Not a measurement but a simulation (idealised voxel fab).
Title: Process Module voxel trench capacitor
Square cell edge 5 nm, section width 225 nm, ID cut.
Bands, listed from the top down, are how a cross-section gets written in this document; the cross-section itself is a grid of square cells, and a band is one or more rows of them.
The band entry comprises the height of the band's top followed by the height of its bottom, expressed in nm, and subsequently the band's materials from left to right, each stated together with its width in nm. Where a single material is marked with the word "full width", that material fills the band from edge to edge. The word "air" represents empty space.
We count height from 0. Below that, the starting wafer is all one material. The lowest band never ends at the bottom but goes on down; see "0 nm and below" for how that is written.
Read "30..40" as a graded width: first number on top, second number at the bottom, same change between each pair of neighbouring rows.
Step marked "nothing got changed"? Then no cell in the cross-section changed in it.
Listed in "Listed closed voids": every empty space of 8 or more cells without an open way to the top. Form: width x height at distance, the distance being from the left edge, all in nm.
On a step's line, text after the settings is the simulator commenting on that step.
A step's line can hold "overlay nm"; with a mask on that step, the setting says how far right of the planned place the mask lay, while a negative setting says it lay to the left.
-- This section lists the process steps that were planned
1 RECEIVE (material Si)
2 CONFORMAL_DEP (material SiN; thk nm 10)
3 MASKED_ETCH (tone open; mask id TRENCH; width nm 20; pitch nm 45; etch materials SiN; depth nm 10; overlay nm 0)
4 MASKED_ETCH (tone open; mask id TRENCH; width nm 20; pitch nm 45; etch materials Si; depth nm 25; overlay nm 0)
5 CONFORMAL_DEP (material SiO2; thk nm 5)
6 FILL_DEP (material polySi; thk nm 5)
7 CMP (height nm 10)
-- Cross-section of the wafer upon arrival, representing the state reached after step 1
> 0 nm and below = Si full width
> Listed closed voids: none
-- Cross-section: first of two wafers, module finished, run according to plan
> 10 nm to 0 nm = SiN (55) | SiO2 (5) | polySi (10) | SiO2 (5) | SiN (25) | SiO2 (5) | polySi (10) | SiO2 (5) | SiN (25) | SiO2 (5) | polySi (10) | SiO2 (5) | SiN (60)
> 0 nm to -20 nm = Si (55) | SiO2 (5) | polySi (10) | SiO2 (5) | Si (25) | SiO2 (5) | polySi (10) | SiO2 (5) | Si (25) | SiO2 (5) | polySi (10) | SiO2 (5) | Si (60)
> -20 nm to -25 nm = Si (55) | SiO2 (20) | Si (25) | SiO2 (20) | Si (25) | SiO2 (20) | Si (60)
> -25 nm and below = Si full width
> Listed closed voids: none
-- Cross-section at end of module for the second wafer of two, which matched the first in starting point and plan and differed by one mistake in its processing
> 10 nm to 5 nm = polySi full width
> 5 nm to 0 nm = SiO2 (60) | polySi (10) | SiO2 (35) | polySi (10) | SiO2 (35) | polySi (10) | SiO2 (65)
> 0 nm to -20 nm = Si (55) | SiO2 (5) | polySi (10) | SiO2 (5) | Si (25) | SiO2 (5) | polySi (10) | SiO2 (5) | Si (25) | SiO2 (5) | polySi (10) | SiO2 (5) | Si (60)
> -20 nm to -25 nm = Si (55) | SiO2 (20) | Si (25) | SiO2 (20) | Si (25) | SiO2 (20) | Si (60)
> -25 nm and below = Si full width
> Listed closed voids: none
What went wrong in running the wafer? plan step 2: skipped, not run
Upon completion, the second wafer contains, in terms of cells, a greater or smaller amount of certain materials than the first wafer: 66 fewer of SiN | 27 more of SiO2 | 39 more of polySi
